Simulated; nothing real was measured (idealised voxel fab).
Documented hereafter: the process module known as voxel fin reveal.
Cross-sectional view cut (width: 235 nm; square cell size: 5 nm).
In what follows, cross-sections appear as grids of square cells, described through bands that run from the top down, where every band is one or more rows of cells.
Per band: top height and bottom height in nm, followed by the left-to-right materials and their widths in nm; "throughout" marks a single material spanning edge to edge, "air" marks empty space.
For the purposes of this specification, 0 denotes the height below which the wafer in its as-received condition is composed wholly of one material, and the lowermost band, lacking a lower limit, extends downward without end, as expressed in "0 down".
Width: "30..40" (first number = top row, second number = bottom row, same change from row to row of cells).
"nothing altered" means the step left every cell of the cross-section as it was.
What "Sealed internal cavities" gives you is every empty space of 8 cells or more that is cut off from the top. Each appears as width x height at distance, with the distance taken from the left edge and width, height and distance all in nm.
It should be noted that, on the line of a given step, the content following the step's settings is a remark produced by the simulator itself with respect to that step.
Steps that use a mask can have "overlay nm" on their line. It says how far the mask sat to the right of where it was meant to be. Negative means to the left.
## Planned step list for the process
step 1: RECEIVE with material Si
step 2: CONFORMAL_DEP with material SiN, thk nm 5
step 3: DIRECTIONAL_DEP with material aC, thk nm 15
step 4: PATTERN with tone cover, mask id FINS, material resist, width nm 15, pitch nm 45, thk nm 30, overlay nm 0
step 5: DIRECTIONAL_ETCH with etch materials aC, depth nm 15
step 6: STRIP with etch materials resist
step 7: DIRECTIONAL_ETCH with etch materials SiN, depth nm 5
step 8: DIRECTIONAL_ETCH with etch materials Si, depth nm 40
step 9: STRIP with etch materials aC
step 10: FILL_DEP with material SiO2, thk nm 10
step 11: CMP with height nm 5
step 12: SELECTIVE_ETCH with etch materials SiO2, depth nm 35
step 13: STRIP with etch materials SiN
## Step 1 complete: cross-section of the wafer as received
	0 down: Si throughout
	Sealed internal cavities: none
## Wafer at module end, in section. Began as above, planned as above, run with one mistake
	0 to -30: 35 nm air, 15 nm Si, 30 nm air, 15 nm Si, 30 nm air, 15 nm Si, 30 nm air, 15 nm Si, 50 nm air
	-30 to -40: 35 nm SiO2, 15 nm Si, 30 nm SiO2, 15 nm Si, 30 nm SiO2, 15 nm Si, 30 nm SiO2, 15 nm Si, 50 nm SiO2
	-40 down: Si throughout
	Sealed internal cavities: none
Here's what went sideways: heads up, step 4 didn't go per plan, it actually ran as PATTERN with tone cover, mask id FINS, material resist, width nm 15, pitch nm 45, thk nm 30, overlay nm -5
